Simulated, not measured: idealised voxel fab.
process module | voxel spacer lines
cross-section cut | 225 nm wide | cells 5 nm
A cross-section is a grid of square cells, given in bands from the top down. A band is one or more rows of cells.
Each band's line starts with the height of the band's top and of its bottom, in nm. Then come its materials from left to right, each with its width in nm. One material with "throughout" fills the band from edge to edge. "air" is empty space.
Height 0 is the level under which the wafer as received is all one material. The lowest band goes on downwards, as in "0 down".
A width such as "30 to 40" changes by the same amount from each row of cells to the next, from the band's top row to its bottom row.
"no change" after a step means that no cell of the cross-section changed.
closed voids: empty space of 8 cells or more with no open way to the top, each as width x height at its distance from the left edge, in nm
after a step's settings: what the simulator itself notes on the step
overlay nm, on a step with a mask: how far to the right of its planned place the mask lay; to the left if negative
plan
1 op RECEIVE | material Si
2 op CONFORMAL_DEP | material SiO2 | thk nm 10
3 op DIRECTIONAL_DEP | material W | thk nm 15
4 op DIRECTIONAL_DEP | material aC | thk nm 25
5 op PATTERN | tone cover | mask id MANDREL | material resist | width nm 25 | pitch nm 70 | thk nm 35 | overlay nm 0
6 op DIRECTIONAL_ETCH | etch materials aC | depth nm 25
7 op STRIP | etch materials resist
8 op CONFORMAL_DEP | material SiN | thk nm 10
9 op DIRECTIONAL_ETCH | etch materials SiN | depth nm 10
10 op STRIP | etch materials aC
11 op DIRECTIONAL_ETCH | etch materials W | depth nm 15
12 op STRIP | etch materials SiN
as received, after step 1
  0 down: Si throughout
  closed voids: none
a wafer at the end: this start, this plan, one mistake
  25 to 20: air 20 | W 10 | air 25 | W 10 | air 25 | W 10 | air 25 | W 10 | air 25 | W 10 | air 25 | W 10 | air 20
  20 to 10: W throughout
  10 to 0: SiO2 throughout
  0 down: Si throughout
  closed voids: none
what went wrong: step 11 ran as: op DIRECTIONAL_ETCH | etch materials W | depth nm 5
